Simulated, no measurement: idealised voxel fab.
This is a process module. Its name is voxel double patterning.
Cross-section cut: width 165 nm, square cells of 5 nm.
Each cross-section below is a grid of square cells, stated as bands in top-down order, with one or more rows of cells making up each band. Per band: top height and bottom height in nm, followed by the left-to-right materials and their widths in nm; "everywhere" marks a single material spanning edge to edge, "blank" marks empty space. Heights are expressed relative to 0, this being the level below which the as-received wafer comprises one material exclusively. The lowest band is unbounded in the downward direction and is denoted as in "from 0 down". A width given as "30 to 40" starts at the first number in the band's top row and ends at the second number in its bottom row, shifting by an equal amount at every step from row to row. You'll sometimes find "nothing changed" written for a step, and that's the way of saying that nowhere in the cross-section did a cell change during that step. Voids not open to the top, 8 cells minimum: see "Completely sealed voids". Written width x height at distance; distance is from the left edge; nm. On a step's line, text after the settings is the simulator commenting on that step. On any step carrying a mask, the "overlay nm" setting, if present on the step's line, tells how far right of its planned place the mask lay; negative values point to the left. Note on reading: below, each pair holds a cross-section from before one process step and one from after it; the one from after shows only down to the lowest band that changed. Beneath the pair, the step in between is stated along with its settings. The pairs can stem from different runs of this module on the same starting wafer. Where a pair's entry headed "Status before step" says so, and only there, that pair continues from the pair above it.

# Status before step
    from 0 down  Si everywhere
    Completely sealed voids: none

# Step Outcome
    from 10 to 0  SiO2 everywhere
    Rest of section, below 0: as before.
    Completely sealed voids: none
Between the two cross-sections shown above lies CONFORMAL_DEP [material SiO2] [thk nm 10]

Status before step: this step begins from the cross-section that the pair just above shows after its step.

# Step Outcome
    from 30 to 10  TiN everywhere
    Rest of section, below 10: as before.
    Completely sealed voids: none
Between the two cross-sections shown above lies DIRECTIONAL_DEP [material TiN] [thk nm 20]

Status before step: this step begins from the cross-section that the pair just above shows after its step.

# Step Outcome
    from 35 to 30  SiCN everywhere
    Rest of section, below 30: as before.
    Completely sealed voids: none
Between the two cross-sections shown above lies DIRECTIONAL_DEP [material SiCN] [thk nm 5]

Status before step: this step begins from the cross-section that the pair just above shows after its step.

# Step Outcome
    from 50 to 35  aC everywhere
    Rest of section, below 35: as before.
    Completely sealed voids: none
Between the two cross-sections shown above lies DIRECTIONAL_DEP [material aC] [thk nm 15]

Status before step: this step begins from the cross-section that the pair just above shows after its step.

# Step Outcome
    from 85 to 50  25 nm resist | 15 nm blank | 35 nm resist | 15 nm blank | 35 nm resist | 15 nm blank | 25 nm resist
    Rest of section, below 50: as before.
    Completely sealed voids: none
Between the two cross-sections shown above lies PATTERN [tone open] [mask id FIRST] [material resist] [width nm 15] [pitch nm 50] [thk nm 35] [overlay nm 0]

Status before step: this step begins from the cross-section that the pair just above shows after its step.

# Step Outcome
    from 70 to 50  25 nm resist | 15 nm blank | 35 nm resist | 15 nm blank | 35 nm resist | 15 nm blank | 25 nm resist
    from 50 to 35  25 nm aC | 15 nm blank | 35 nm aC | 15 nm blank | 35 nm aC | 15 nm blank | 25 nm aC
    Rest of section, below 35: as before.
    Completely sealed voids: none
Between the two cross-sections shown above lies DIRECTIONAL_ETCH [etch materials aC] [depth nm 15]

Status before step: this step begins from the cross-section that the pair just above shows after its step.

# Step Outcome
    from 50 to 35  25 nm aC | 15 nm blank | 35 nm aC | 15 nm blank | 35 nm aC | 15 nm blank | 25 nm aC
    Rest of section, below 35: as before.
    Completely sealed voids: none
Between the two cross-sections shown above lies STRIP [etch materials resist]

Status before step: this step begins from the cross-section that the pair just above shows after its step.

# Step Outcome
    from 50 to 35  25 nm aC | 15 nm blank | 35 nm aC | 15 nm blank | 35 nm aC | 15 nm blank | 25 nm aC
    from 35 to 30  25 nm SiCN | 15 nm blank | 35 nm SiCN | 15 nm blank | 35 nm SiCN | 15 nm blank | 25 nm SiCN
    Rest of section, below 30: as before.
    Completely sealed voids: none
Between the two cross-sections shown above lies DIRECTIONAL_ETCH [etch materials SiCN] [depth nm 5]

Status before step: this step begins from the cross-section that the pair just above shows after its step.

# Step Outcome
    from 35 to 30  25 nm SiCN | 15 nm blank | 35 nm SiCN | 15 nm blank | 35 nm SiCN | 15 nm blank | 25 nm SiCN
    Rest of section, below 30: as before.
    Completely sealed voids: none
Between the two cross-sections shown above lies STRIP [etch materials aC]

Status before step: this step begins from the cross-section that the pair just above shows after its step.

# Step Outcome
    from 55 to 35  50 nm resist | 15 nm blank | 35 nm resist | 15 nm blank | 50 nm resist
    from 35 to 30  25 nm SiCN | 15 nm resist | 35 nm SiCN | 15 nm resist | 35 nm SiCN | 15 nm resist | 25 nm SiCN
    Rest of section, below 30: as before.
    Completely sealed voids: none
Between the two cross-sections shown above lies PATTERN [tone open] [mask id SECOND] [material resist] [width nm 15] [pitch nm 50] [thk nm 20] [overlay nm 0]

Status before step: this step begins from the cross-section that the pair just above shows after its step.

# Step Outcome
    from 55 to 35  50 nm resist | 15 nm blank | 35 nm resist | 15 nm blank | 50 nm resist
    from 35 to 30  25 nm SiCN | 15 nm resist | 10 nm SiCN | 15 nm blank | 10 nm SiCN | 15 nm resist | 10 nm SiCN | 15 nm blank | 10 nm SiCN | 15 nm resist | 25 nm SiCN
    Rest of section, below 30: as before.
    Completely sealed voids: none
Between the two cross-sections shown above lies DIRECTIONAL_ETCH [etch materials SiCN] [depth nm 5]

Status before step: this step begins from the cross-section that the pair just above shows after its step.

# Step Outcome
    from 35 to 30  25 nm SiCN | 15 nm blank | 10 nm SiCN | 15 nm blank | 10 nm SiCN | 15 nm blank | 10 nm SiCN | 15 nm blank | 10 nm SiCN | 15 nm blank | 25 nm SiCN
    Rest of section, below 30: as before.
    Completely sealed voids: none
Between the two cross-sections shown above lies STRIP [etch materials resist]

Status before step: this step begins from the cross-section that the pair just above shows after its step.

# Step Outcome
    from 35 to 30  25 nm SiCN | 15 nm blank | 10 nm SiCN | 15 nm blank | 10 nm SiCN | 15 nm blank | 10 nm SiCN | 15 nm blank | 10 nm SiCN | 15 nm blank | 25 nm SiCN
    from 30 to 10  25 nm TiN | 15 nm blank | 10 nm TiN | 15 nm blank | 10 nm TiN | 15 nm blank | 10 nm TiN | 15 nm blank | 10 nm TiN | 15 nm blank | 25 nm TiN
    Rest of section, below 10: as before.
    Completely sealed voids: none
Between the two cross-sections shown above lies DIRECTIONAL_ETCH [etch materials TiN] [depth nm 20]

Status before step: this step begins from the cross-section that the pair just above shows after its step.

# Step Outcome
    from 30 to 10  25 nm TiN | 15 nm blank | 10 nm TiN | 15 nm blank | 10 nm TiN | 15 nm blank | 10 nm TiN | 15 nm blank | 10 nm TiN | 15 nm blank | 25 nm TiN
    Rest of section, below 10: as before.
    Completely sealed voids: none
Between the two cross-sections shown above lies STRIP [etch materials SiCN]

# Status before step
    from 0 down  Si everywhere
    Completely sealed voids: none

# Step Outcome
    from 20 to 0  TiN everywhere
    Rest of section, below 0: as before.
    Completely sealed voids: none
Between the two cross-sections shown above lies DIRECTIONAL_DEP [material TiN] [thk nm 20]

Status before step: this step begins from the cross-section that the pair just above shows after its step.

# Step Outcome
    from 25 to 20  SiCN everywhere
    Rest of section, below 20: as before.
    Completely sealed voids: none
Between the two cross-sections shown above lies DIRECTIONAL_DEP [material SiCN] [thk nm 5]

Status before step: this step begins from the cross-section that the pair just above shows after its step.

# Step Outcome
    from 40 to 25  aC everywhere
    Rest of section, below 25: as before.
    Completely sealed voids: none
Between the two cross-sections shown above lies DIRECTIONAL_DEP [material aC] [thk nm 15]

Status before step: this step begins from the cross-section that the pair just above shows after its step.

# Step Outcome
    from 75 to 40  25 nm resist | 15 nm blank | 35 nm resist | 15 nm blank | 35 nm resist | 15 nm blank | 25 nm resist
    Rest of section, below 40: as before.
    Completely sealed voids: none
Between the two cross-sections shown above lies PATTERN [tone open] [mask id FIRST] [material resist] [width nm 15] [pitch nm 50] [thk nm 35] [overlay nm 0]

Status before step: this step begins from the cross-section that the pair just above shows after its step.

# Step Outcome
    from 60 to 40  25 nm resist | 15 nm blank | 35 nm resist | 15 nm blank | 35 nm resist | 15 nm blank | 25 nm resist
    from 40 to 25  25 nm aC | 15 nm blank | 35 nm aC | 15 nm blank | 35 nm aC | 15 nm blank | 25 nm aC
    Rest of section, below 25: as before.
    Completely sealed voids: none
Between the two cross-sections shown above lies DIRECTIONAL_ETCH [etch materials aC] [depth nm 15]

Status before step: this step begins from the cross-section that the pair just above shows after its step.

# Step Outcome
    from 40 to 25  25 nm aC | 15 nm blank | 35 nm aC | 15 nm blank | 35 nm aC | 15 nm blank | 25 nm aC
    Rest of section, below 25: as before.
    Completely sealed voids: none
Between the two cross-sections shown above lies STRIP [etch materials resist]

Status before step: this step begins from the cross-section that the pair just above shows after its step.

# Step Outcome
    from 40 to 25  25 nm aC | 15 nm blank | 35 nm aC | 15 nm blank | 35 nm aC | 15 nm blank | 25 nm aC
    from 25 to 20  25 nm SiCN | 15 nm blank | 35 nm SiCN | 15 nm blank | 35 nm SiCN | 15 nm blank | 25 nm SiCN
    Rest of section, below 20: as before.
    Completely sealed voids: none
Between the two cross-sections shown above lies DIRECTIONAL_ETCH [etch materials SiCN] [depth nm 5]

Status before step: this step begins from the cross-section that the pair just above shows after its step.

# Step Outcome
    from 25 to 20  25 nm SiCN | 15 nm blank | 35 nm SiCN | 15 nm blank | 35 nm SiCN | 15 nm blank | 25 nm SiCN
    Rest of section, below 20: as before.
    Completely sealed voids: none
Between the two cross-sections shown above lies STRIP [etch materials aC]

Status before step: this step begins from the cross-section that the pair just above shows after its step.

# Step Outcome
    from 45 to 25  50 nm resist | 15 nm blank | 35 nm resist | 15 nm blank | 50 nm resist
    from 25 to 20  25 nm SiCN | 15 nm resist | 35 nm SiCN | 15 nm resist | 35 nm SiCN | 15 nm resist | 25 nm SiCN
    Rest of section, below 20: as before.
    Completely sealed voids: none
Between the two cross-sections shown above lies PATTERN [tone open] [mask id SECOND] [material resist] [width nm 15] [pitch nm 50] [thk nm 20] [overlay nm 0]

Status before step: this step begins from the cross-section that the pair just above shows after its step.

# Step Outcome
    from 45 to 25  50 nm resist | 15 nm blank | 35 nm resist | 15 nm blank | 50 nm resist
    from 25 to 20  25 nm SiCN | 15 nm resist | 10 nm SiCN | 15 nm blank | 10 nm SiCN | 15 nm resist | 10 nm SiCN | 15 nm blank | 10 nm SiCN | 15 nm resist | 25 nm SiCN
    Rest of section, below 20: as before.
    Completely sealed voids: none
Between the two cross-sections shown above lies DIRECTIONAL_ETCH [etch materials SiCN] [depth nm 5]

Status before step: this step begins from the cross-section that the pair just above shows after its step.

# Step Outcome
    from 25 to 20  25 nm SiCN | 15 nm blank | 10 nm SiCN | 15 nm blank | 10 nm SiCN | 15 nm blank | 10 nm SiCN | 15 nm blank | 10 nm SiCN | 15 nm blank | 25 nm SiCN
    Rest of section, below 20: as before.
    Completely sealed voids: none
Between the two cross-sections shown above lies STRIP [etch materials resist]

Status before step: this step begins from the cross-section that the pair just above shows after its step.

# Step Outcome
    from 25 to 20  25 nm SiCN | 15 nm blank | 10 nm SiCN | 15 nm blank | 10 nm SiCN | 15 nm blank | 10 nm SiCN | 15 nm blank | 10 nm SiCN | 15 nm blank | 25 nm SiCN
    from 20 to 0  25 nm TiN | 15 nm blank | 10 nm TiN | 15 nm blank | 10 nm TiN | 15 nm blank | 10 nm TiN | 15 nm blank | 10 nm TiN | 15 nm blank | 25 nm TiN
    Rest of section, below 0: as before.
    Completely sealed voids: none
Between the two cross-sections shown above lies DIRECTIONAL_ETCH [etch materials TiN] [depth nm 20]

Status before step: this step begins from the cross-section that the pair just above shows after its step.

# Step Outcome
    from 20 to 0  25 nm TiN | 15 nm blank | 10 nm TiN | 15 nm blank | 10 nm TiN | 15 nm blank | 10 nm TiN | 15 nm blank | 10 nm TiN | 15 nm blank | 25 nm TiN
    Rest of section, below 0: as before.
    Completely sealed voids: none
Between the two cross-sections shown above lies STRIP [etch materials SiCN]

# Status before step
    from 30 to 10  TiN everywhere
    from 10 to 0  SiO2 everywhere
    from 0 down  Si everywhere
    Completely sealed voids: none

# Step Outcome
    from 50 to 10  TiN everywhere
    Rest of section, below 10: as before.
    Completely sealed voids: none
Between the two cross-sections shown above lies DIRECTIONAL_DEP [material TiN] [thk nm 20]

Status before step: this step begins from the cross-section that the pair just above shows after its step.

# Step Outcome
    from 55 to 50  SiCN everywhere
    Rest of section, below 50: as before.
    Completely sealed voids: none
Between the two cross-sections shown above lies DIRECTIONAL_DEP [material SiCN] [thk nm 5]

Status before step: this step begins from the cross-section that the pair just above shows after its step.

# Step Outcome
    from 70 to 55  aC everywhere
    Rest of section, below 55: as before.
    Completely sealed voids: none
Between the two cross-sections shown above lies DIRECTIONAL_DEP [material aC] [thk nm 15]

Status before step: this step begins from the cross-section that the pair just above shows after its step.

# Step Outcome
    from 105 to 70  25 nm resist | 15 nm blank | 35 nm resist | 15 nm blank | 35 nm resist | 15 nm blank | 25 nm resist
    Rest of section, below 70: as before.
    Completely sealed voids: none
Between the two cross-sections shown above lies PATTERN [tone open] [mask id FIRST] [material resist] [width nm 15] [pitch nm 50] [thk nm 35] [overlay nm 0]

Status before step: this step begins from the cross-section that the pair just above shows after its step.

# Step Outcome
    from 90 to 70  25 nm resist | 15 nm blank | 35 nm resist | 15 nm blank | 35 nm resist | 15 nm blank | 25 nm resist
    from 70 to 55  25 nm aC | 15 nm blank | 35 nm aC | 15 nm blank | 35 nm aC | 15 nm blank | 25 nm aC
    Rest of section, below 55: as before.
    Completely sealed voids: none
Between the two cross-sections shown above lies DIRECTIONAL_ETCH [etch materials aC] [depth nm 15]

Status before step: this step begins from the cross-section that the pair just above shows after its step.

# Step Outcome
    from 70 to 55  25 nm aC | 15 nm blank | 35 nm aC | 15 nm blank | 35 nm aC | 15 nm blank | 25 nm aC
    Rest of section, below 55: as before.
    Completely sealed voids: none
Between the two cross-sections shown above lies STRIP [etch materials resist]

Status before step: this step begins from the cross-section that the pair just above shows after its step.

# Step Outcome
    from 70 to 55  25 nm aC | 15 nm blank | 35 nm aC | 15 nm blank | 35 nm aC | 15 nm blank | 25 nm aC
    from 55 to 50  25 nm SiCN | 15 nm blank | 35 nm SiCN | 15 nm blank | 35 nm SiCN | 15 nm blank | 25 nm SiCN
    Rest of section, below 50: as before.
    Completely sealed voids: none
Between the two cross-sections shown above lies DIRECTIONAL_ETCH [etch materials SiCN] [depth nm 5]

Status before step: this step begins from the cross-section that the pair just above shows after its step.

# Step Outcome
    from 55 to 50  25 nm SiCN | 15 nm blank | 35 nm SiCN | 15 nm blank | 35 nm SiCN | 15 nm blank | 25 nm SiCN
    Rest of section, below 50: as before.
    Completely sealed voids: none
Between the two cross-sections shown above lies STRIP [etch materials aC]

Status before step: this step begins from the cross-section that the pair just above shows after its step.

# Step Outcome
    from 75 to 55  50 nm resist | 15 nm blank | 35 nm resist | 15 nm blank | 50 nm resist
    from 55 to 50  25 nm SiCN | 15 nm resist | 35 nm SiCN | 15 nm resist | 35 nm SiCN | 15 nm resist | 25 nm SiCN
    Rest of section, below 50: as before.
    Completely sealed voids: none
Between the two cross-sections shown above lies PATTERN [tone open] [mask id SECOND] [material resist] [width nm 15] [pitch nm 50] [thk nm 20] [overlay nm 0]

Status before step: this step begins from the cross-section that the pair just above shows after its step.

# Step Outcome
    from 75 to 55  50 nm resist | 15 nm blank | 35 nm resist | 15 nm blank | 50 nm resist
    from 55 to 50  25 nm SiCN | 15 nm resist | 10 nm SiCN | 15 nm blank | 10 nm SiCN | 15 nm resist | 10 nm SiCN | 15 nm blank | 10 nm SiCN | 15 nm resist | 25 nm SiCN
    Rest of section, below 50: as before.
    Completely sealed voids: none
Between the two cross-sections shown above lies DIRECTIONAL_ETCH [etch materials SiCN] [depth nm 5]

Status before step: this step begins from the cross-section that the pair just above shows after its step.

# Step Outcome
    from 55 to 50  25 nm SiCN | 15 nm blank | 10 nm SiCN | 15 nm blank | 10 nm SiCN | 15 nm blank | 10 nm SiCN | 15 nm blank | 10 nm SiCN | 15 nm blank | 25 nm SiCN
    Rest of section, below 50: as before.
    Completely sealed voids: none
Between the two cross-sections shown above lies STRIP [etch materials resist]

Status before step: this step begins from the cross-section that the pair just above shows after its step.

# Step Outcome
    from 55 to 50  25 nm SiCN | 15 nm blank | 10 nm SiCN | 15 nm blank | 10 nm SiCN | 15 nm blank | 10 nm SiCN | 15 nm blank | 10 nm SiCN | 15 nm blank | 25 nm SiCN
    from 50 to 30  25 nm TiN | 15 nm blank | 10 nm TiN | 15 nm blank | 10 nm TiN | 15 nm blank | 10 nm TiN | 15 nm blank | 10 nm TiN | 15 nm blank | 25 nm TiN
    Rest of section, below 30: as before.
    Completely sealed voids: none
Between the two cross-sections shown above lies DIRECTIONAL_ETCH [etch materials TiN] [depth nm 20]

Status before step: this step begins from the cross-section that the pair just above shows after its step.

# Step Outcome
    from 50 to 30  25 nm TiN | 15 nm blank | 10 nm TiN | 15 nm blank | 10 nm TiN | 15 nm blank | 10 nm TiN | 15 nm blank | 10 nm TiN | 15 nm blank | 25 nm TiN
    Rest of section, below 30: as before.
    Completely sealed voids: none
Between the two cross-sections shown above lies STRIP [etch materials SiCN]

# Status before step
    from 20 to 0  TiN everywhere
    from 0 down  Si everywhere
    Completely sealed voids: none

# Step Outcome
    from 30 to 20  SiO2 everywhere
    Rest of section, below 20: as before.
    Completely sealed voids: none
Between the two cross-sections shown above lies CONFORMAL_DEP [material SiO2] [thk nm 10]

Status before step: this step begins from the cross-section that the pair just above shows after its step.

# Step Outcome
    from 35 to 30  SiCN everywhere
    Rest of section, below 30: as before.
    Completely sealed voids: none
Between the two cross-sections shown above lies DIRECTIONAL_DEP [material SiCN] [thk nm 5]

Status before step: this step begins from the cross-section that the pair just above shows after its step.

# Step Outcome
    from 50 to 35  aC everywhere
    Rest of section, below 35: as before.
    Completely sealed voids: none
Between the two cross-sections shown above lies DIRECTIONAL_DEP [material aC] [thk nm 15]

Status before step: this step begins from the cross-section that the pair just above shows after its step.

# Step Outcome
    from 85 to 50  25 nm resist | 15 nm blank | 35 nm resist | 15 nm blank | 35 nm resist | 15 nm blank | 25 nm resist
    Rest of section, below 50: as before.
    Completely sealed voids: none
Between the two cross-sections shown above lies PATTERN [tone open] [mask id FIRST] [material resist] [width nm 15] [pitch nm 50] [thk nm 35] [overlay nm 0]

Status before step: this step begins from the cross-section that the pair just above shows after its step.

# Step Outcome
    from 70 to 50  25 nm resist | 15 nm blank | 35 nm resist | 15 nm blank | 35 nm resist | 15 nm blank | 25 nm resist
    from 50 to 35  25 nm aC | 15 nm blank | 35 nm aC | 15 nm blank | 35 nm aC | 15 nm blank | 25 nm aC
    Rest of section, below 35: as before.
    Completely sealed voids: none
Between the two cross-sections shown above lies DIRECTIONAL_ETCH [etch materials aC] [depth nm 15]

Status before step: this step begins from the cross-section that the pair just above shows after its step.

# Step Outcome
    from 50 to 35  25 nm aC | 15 nm blank | 35 nm aC | 15 nm blank | 35 nm aC | 15 nm blank | 25 nm aC
    Rest of section, below 35: as before.
    Completely sealed voids: none
Between the two cross-sections shown above lies STRIP [etch materials resist]

Status before step: this step begins from the cross-section that the pair just above shows after its step.

# Step Outcome
    from 50 to 35  25 nm aC | 15 nm blank | 35 nm aC | 15 nm blank | 35 nm aC | 15 nm blank | 25 nm aC
    from 35 to 30  25 nm SiCN | 15 nm blank | 35 nm SiCN | 15 nm blank | 35 nm SiCN | 15 nm blank | 25 nm SiCN
    Rest of section, below 30: as before.
    Completely sealed voids: none
Between the two cross-sections shown above lies DIRECTIONAL_ETCH [etch materials SiCN] [depth nm 5]

Status before step: this step begins from the cross-section that the pair just above shows after its step.

# Step Outcome
    from 35 to 30  25 nm SiCN | 15 nm blank | 35 nm SiCN | 15 nm blank | 35 nm SiCN | 15 nm blank | 25 nm SiCN
    Rest of section, below 30: as before.
    Completely sealed voids: none
Between the two cross-sections shown above lies STRIP [etch materials aC]

Status before step: this step begins from the cross-section that the pair just above shows after its step.

# Step Outcome
    from 55 to 35  50 nm resist | 15 nm blank | 35 nm resist | 15 nm blank | 50 nm resist
    from 35 to 30  25 nm SiCN | 15 nm resist | 35 nm SiCN | 15 nm resist | 35 nm SiCN | 15 nm resist | 25 nm SiCN
    Rest of section, below 30: as before.
    Completely sealed voids: none
Between the two cross-sections shown above lies PATTERN [tone open] [mask id SECOND] [material resist] [width nm 15] [pitch nm 50] [thk nm 20] [overlay nm 0]

Status before step: this step begins from the cross-section that the pair just above shows after its step.

# Step Outcome
    from 55 to 35  50 nm resist | 15 nm blank | 35 nm resist | 15 nm blank | 50 nm resist
    from 35 to 30  25 nm SiCN | 15 nm resist | 10 nm SiCN | 15 nm blank | 10 nm SiCN | 15 nm resist | 10 nm SiCN | 15 nm blank | 10 nm SiCN | 15 nm resist | 25 nm SiCN
    Rest of section, below 30: as before.
    Completely sealed voids: none
Between the two cross-sections shown above lies DIRECTIONAL_ETCH [etch materials SiCN] [depth nm 5]

Status before step: this step begins from the cross-section that the pair just above shows after its step.

# Step Outcome
    from 35 to 30  25 nm SiCN | 15 nm blank | 10 nm SiCN | 15 nm blank | 10 nm SiCN | 15 nm blank | 10 nm SiCN | 15 nm blank | 10 nm SiCN | 15 nm blank | 25 nm SiCN
    Rest of section, below 30: as before.
    Completely sealed voids: none
Between the two cross-sections shown above lies STRIP [etch materials resist]

Status before step: this step begins from the cross-section that the pair just above shows after its step.

# Step Outcome
    from 30 to 20  SiO2 everywhere
    Rest of section, below 20: as before.
    Completely sealed voids: none
Between the two cross-sections shown above lies STRIP [etch materials SiCN]

# Status before step
    from 35 to 30  25 nm SiCN | 15 nm blank | 10 nm SiCN | 15 nm blank | 10 nm SiCN | 15 nm blank | 10 nm SiCN | 15 nm blank | 10 nm SiCN | 15 nm blank | 25 nm SiCN
    from 30 to 10  TiN everywhere
    from 10 to 0  SiO2 everywhere
    from 0 down  Si everywhere
    Completely sealed voids: none

# Step Outcome
    from 35 to 30  25 nm SiCN | 15 nm blank | 10 nm SiCN | 15 nm blank | 10 nm SiCN | 15 nm blank | 10 nm SiCN | 15 nm blank | 10 nm SiCN | 15 nm blank | 25 nm SiCN
    from 30 to 20  25 nm TiN | 15 nm blank | 10 nm TiN | 15 nm blank | 10 nm TiN | 15 nm blank | 10 nm TiN | 15 nm blank | 10 nm TiN | 15 nm blank | 25 nm TiN
    Rest of section, below 20: as before.
    Completely sealed voids: none
Between the two cross-sections shown above lies DIRECTIONAL_ETCH [etch materials TiN] [depth nm 10]

Status before step: this step begins from the cross-section that the pair just above shows after its step.

# Step Outcome
    from 30 to 20  25 nm TiN | 15 nm blank | 10 nm TiN | 15 nm blank | 10 nm TiN | 15 nm blank | 10 nm TiN | 15 nm blank | 10 nm TiN | 15 nm blank | 25 nm TiN
    Rest of section, below 20: as before.
    Completely sealed voids: none
Between the two cross-sections shown above lies STRIP [etch materials SiCN]

# Status before step
    from 50 to 35  aC everywhere
    from 35 to 30  SiCN everywhere
    from 30 to 10  TiN everywhere
    from 10 to 0  SiO2 everywhere
    from 0 down  Si everywhere
    Completely sealed voids: none

# Step Outcome
    from 85 to 50  25 nm resist | 20 nm blank | 30 nm resist | 20 nm blank | 30 nm resist | 20 nm blank | 20 nm resist
    Rest of section, below 50: as before.
    Completely sealed voids: none
Between the two cross-sections shown above lies PATTERN [tone open] [mask id FIRST] [material resist] [width nm 20] [pitch nm 50] [thk nm 35] [overlay nm 0]

Status before step: this step begins from the cross-section that the pair just above shows after its step.

# Step Outcome
    from 70 to 50  25 nm resist | 20 nm blank | 30 nm resist | 20 nm blank | 30 nm resist | 20 nm blank | 20 nm resist
    from 50 to 35  25 nm aC | 20 nm blank | 30 nm aC | 20 nm blank | 30 nm aC | 20 nm blank | 20 nm aC
    Rest of section, below 35: as before.
    Completely sealed voids: none
Between the two cross-sections shown above lies DIRECTIONAL_ETCH [etch materials aC] [depth nm 15]

Status before step: this step begins from the cross-section that the pair just above shows after its step.

# Step Outcome
    from 50 to 35  25 nm aC | 20 nm blank | 30 nm aC | 20 nm blank | 30 nm aC | 20 nm blank | 20 nm aC
    Rest of section, below 35: as before.
    Completely sealed voids: none
Between the two cross-sections shown above lies STRIP [etch materials resist]

Status before step: this step begins from the cross-section that the pair just above shows after its step.

# Step Outcome
    from 50 to 35  25 nm aC | 20 nm blank | 30 nm aC | 20 nm blank | 30 nm aC | 20 nm blank | 20 nm aC
    from 35 to 30  25 nm SiCN | 20 nm blank | 30 nm SiCN | 20 nm blank | 30 nm SiCN | 20 nm blank | 20 nm SiCN
    Rest of section, below 30: as before.
    Completely sealed voids: none
Between the two cross-sections shown above lies DIRECTIONAL_ETCH [etch materials SiCN] [depth nm 5]

Status before step: this step begins from the cross-section that the pair just above shows after its step.

# Step Outcome
    from 35 to 30  25 nm SiCN | 20 nm blank | 30 nm SiCN | 20 nm blank | 30 nm SiCN | 20 nm blank | 20 nm SiCN
    Rest of section, below 30: as before.
    Completely sealed voids: none
Between the two cross-sections shown above lies STRIP [etch materials aC]

Status before step: this step begins from the cross-section that the pair just above shows after its step.

# Step Outcome
    from 55 to 35  50 nm resist | 15 nm blank | 35 nm resist | 15 nm blank | 50 nm resist
    from 35 to 30  25 nm SiCN | 20 nm resist | 30 nm SiCN | 20 nm resist | 30 nm SiCN | 20 nm resist | 20 nm SiCN
    Rest of section, below 30: as before.
    Completely sealed voids: none
Between the two cross-sections shown above lies PATTERN [tone open] [mask id SECOND] [material resist] [width nm 15] [pitch nm 50] [thk nm 20] [overlay nm 0]

Status before step: this step begins from the cross-section that the pair just above shows after its step.

# Step Outcome
    from 55 to 35  50 nm resist | 15 nm blank | 35 nm resist | 15 nm blank | 50 nm resist
    from 35 to 30  25 nm SiCN | 20 nm resist | 5 nm SiCN | 15 nm blank | 10 nm SiCN | 20 nm resist | 5 nm SiCN | 15 nm blank | 10 nm SiCN | 20 nm resist | 20 nm SiCN
    Rest of section, below 30: as before.
    Completely sealed voids: none
Between the two cross-sections shown above lies DIRECTIONAL_ETCH [etch materials SiCN] [depth nm 5]

Status before step: this step begins from the cross-section that the pair just above shows after its step.

# Step Outcome
    from 35 to 30  25 nm SiCN | 20 nm blank | 5 nm SiCN | 15 nm blank | 10 nm SiCN | 20 nm blank | 5 nm SiCN | 15 nm blank | 10 nm SiCN | 20 nm blank | 20 nm SiCN
    Rest of section, below 30: as before.
    Completely sealed voids: none
Between the two cross-sections shown above lies STRIP [etch materials resist]

Status before step: this step begins from the cross-section that the pair just above shows after its step.

# Step Outcome
    from 35 to 30  25 nm SiCN | 20 nm blank | 5 nm SiCN | 15 nm blank | 10 nm SiCN | 20 nm blank | 5 nm SiCN | 15 nm blank | 10 nm SiCN | 20 nm blank | 20 nm SiCN
    from 30 to 10  25 nm TiN | 20 nm blank | 5 nm TiN | 15 nm blank | 10 nm TiN | 20 nm blank | 5 nm TiN | 15 nm blank | 10 nm TiN | 20 nm blank | 20 nm TiN
    Rest of section, below 10: as before.
    Completely sealed voids: none
Between the two cross-sections shown above lies DIRECTIONAL_ETCH [etch materials TiN] [depth nm 20]

Status before step: this step begins from the cross-section that the pair just above shows after its step.

# Step Outcome
    from 30 to 10  25 nm TiN | 20 nm blank | 5 nm TiN | 15 nm blank | 10 nm TiN | 20 nm blank | 5 nm TiN | 15 nm blank | 10 nm TiN | 20 nm blank | 20 nm TiN
    Rest of section, below 10: as before.
    Completely sealed voids: none
Between the two cross-sections shown above lies STRIP [etch materials SiCN]

# Status before step
    from 35 to 30  25 nm SiCN | 15 nm blank | 35 nm SiCN | 15 nm blank | 35 nm SiCN | 15 nm blank | 25 nm SiCN
    from 30 to 10  TiN everywhere
    from 10 to 0  SiO2 everywhere
    from 0 down  Si everywhere
    Completely sealed voids: none

# Step Outcome
    from 55 to 35  40 nm resist | 15 nm blank | 35 nm resist | 15 nm blank | 60 nm resist
    from 35 to 30  25 nm SiCN | 15 nm resist | 35 nm SiCN | 15 nm resist | 35 nm SiCN | 15 nm resist | 25 nm SiCN
    Rest of section, below 30: as before.
    Completely sealed voids: none
Between the two cross-sections shown above lies PATTERN [tone open] [mask id SECOND] [material resist] [width nm 15] [pitch nm 50] [thk nm 20] [overlay nm -10]

Status before step: this step begins from the cross-section that the pair just above shows after its step.

# Step Outcome
    from 55 to 35  40 nm resist | 15 nm blank | 35 nm resist | 15 nm blank | 60 nm resist
    from 35 to 30  25 nm SiCN | 15 nm resist | 15 nm blank | 20 nm SiCN | 15 nm resist | 15 nm blank | 20 nm SiCN | 15 nm resist | 25 nm SiCN
    Rest of section, below 30: as before.
    Completely sealed voids: none
Between the two cross-sections shown above lies DIRECTIONAL_ETCH [etch materials SiCN] [depth nm 5]

Status before step: this step begins from the cross-section that the pair just above shows after its step.

# Step Outcome
    from 35 to 30  25 nm SiCN | 30 nm blank | 20 nm SiCN | 30 nm blank | 20 nm SiCN | 15 nm blank | 25 nm SiCN
    Rest of section, below 30: as before.
    Completely sealed voids: none
Between the two cross-sections shown above lies STRIP [etch materials resist]

Status before step: this step begins from the cross-section that the pair just above shows after its step.

# Step Outcome
    from 35 to 30  25 nm SiCN | 30 nm blank | 20 nm SiCN | 30 nm blank | 20 nm SiCN | 15 nm blank | 25 nm SiCN
    from 30 to 10  25 nm TiN | 30 nm blank | 20 nm TiN | 30 nm blank | 20 nm TiN | 15 nm blank | 25 nm TiN
    Rest of section, below 10: as before.
    Completely sealed voids: none
Between the two cross-sections shown above lies DIRECTIONAL_ETCH [etch materials TiN] [depth nm 20]

Status before step: this step begins from the cross-section that the pair just above shows after its step.

# Step Outcome
    from 30 to 10  25 nm TiN | 30 nm blank | 20 nm TiN | 30 nm blank | 20 nm TiN | 15 nm blank | 25 nm TiN
    Rest of section, below 10: as before.
    Completely sealed voids: none
Between the two cross-sections shown above lies STRIP [etch materials SiCN]

# Status before step
    from 35 to 30  SiCN everywhere
    from 30 to 10  TiN everywhere
    from 10 to 0  SiO2 everywhere
    from 0 down  Si everywhere
    Completely sealed voids: none

# Step Outcome
    from 50 to 35  SiO2 everywhere
    Rest of section, below 35: as before.
    Completely sealed voids: none
Between the two cross-sections shown above lies DIRECTIONAL_DEP [material SiO2] [thk nm 15]
